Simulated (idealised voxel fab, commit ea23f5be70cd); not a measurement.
The process module presented herein is designated voxel tone inversion.
Section shown: cut. Width: 255 nm. Cell size: 5 nm, square.
A cross-section is written here as square cells arranged in a grid, and it is given in bands from the top down, each band taking up one or more rows of cells.
A band entry consists of two parts. The first gives the height of the band's top and the height of its bottom, in nm. The rest lists the band's materials from left to right, each with its width in nm. A single material labelled with the word "all across" fills the band from edge to edge, and the word "air" marks empty space.
Zero point of the height axis is 0; under it, received wafer = one material. Lowest band: continues down indefinitely, "0 down".
So if you see something like "30->40" for the width, read it as the top row of the band sitting at the first number and the bottom row at the second, with every row in between moving by the same amount as the last.
Reading "no change occurred" for a step: not a cell of the cross-section changed in it.
Entry "Completely sealed voids" = empty spaces >= 8 cells with no open way to the top; each as width x height at distance, distance from left edge, all nm.
If you see something after the settings on a step's line, that's the simulator's own remark about that step.
A step's line can hold "overlay nm"; with a mask on that step, the setting says how far right of the planned place the mask lay, while a negative setting says it lay to the left.
The planned process steps are enumerated hereunder
1. RECEIVE [material Si]
2. CONFORMAL_DEP [material SiN] [thk nm 5]
3. DIRECTIONAL_DEP [material aC] [thk nm 20]
4. PATTERN [tone cover] [mask id POSTS] [material resist] [width nm 20] [pitch nm 35] [thk nm 30] [overlay nm 0]
5. DIRECTIONAL_ETCH [etch materials aC] [depth nm 20]
6. STRIP [etch materials resist]
7. FILL_DEP [material SiO2] [thk nm 5]
8. CMP [height nm 25]
9. STRIP [etch materials aC]
10. CONFORMAL_DEP [material TiN] [thk nm 5]
11. FILL_DEP [material W] [thk nm 5]
12. CMP [height nm 25]
13. CONFORMAL_DEP [material SiN] [thk nm 5]
What sets these wafers apart? The depth nm at step 5. They all start alike, and the plan carries the first wafer's value.
The first of several wafers as received, shown in cross-section; this is its state after step 1
  0 down | Si all across
  Completely sealed voids: none
First wafer of several, cross-section, module end, after step 13 (last)
  30 to 25 | SiN all across
  25 to 10 | 80 SiO2 | 5 TiN | 10 W | 5 TiN | 15 SiO2 | 5 TiN | 10 W | 5 TiN | 15 SiO2 | 5 TiN | 10 W | 5 TiN | 85 SiO2
  10 to 5 | 80 SiO2 | 20 TiN | 15 SiO2 | 20 TiN | 15 SiO2 | 20 TiN | 85 SiO2
  5 to 0 | SiN all across
  0 down | Si all across
  Completely sealed voids: none
Last wafer of the set, cross-sectioned at end of module
  30 to 25 | SiN all across
  25 to 20 | SiO2 all across
  20 to 5 | 80 SiO2 | 20 aC | 15 SiO2 | 20 aC | 15 SiO2 | 20 aC | 85 SiO2
  5 to 0 | SiN all across
  0 down | Si all across
  Completely sealed voids: none
Where each wafer stands at the end of the module, a row apiece: cells of each material gained (+) or lost (-) since it was received, then closed voids
depth nm 20; +102 SiN; +156 SiO2; +30 TiN; +18 W; Completely sealed voids: none
depth nm 25; +102 SiN; +156 SiO2; +30 TiN; +18 W; Completely sealed voids: none
depth nm 30; +102 SiN; +156 SiO2; +30 TiN; +18 W; Completely sealed voids: none
depth nm 35; +102 SiN; +168 SiO2; +36 aC; Completely sealed voids: none
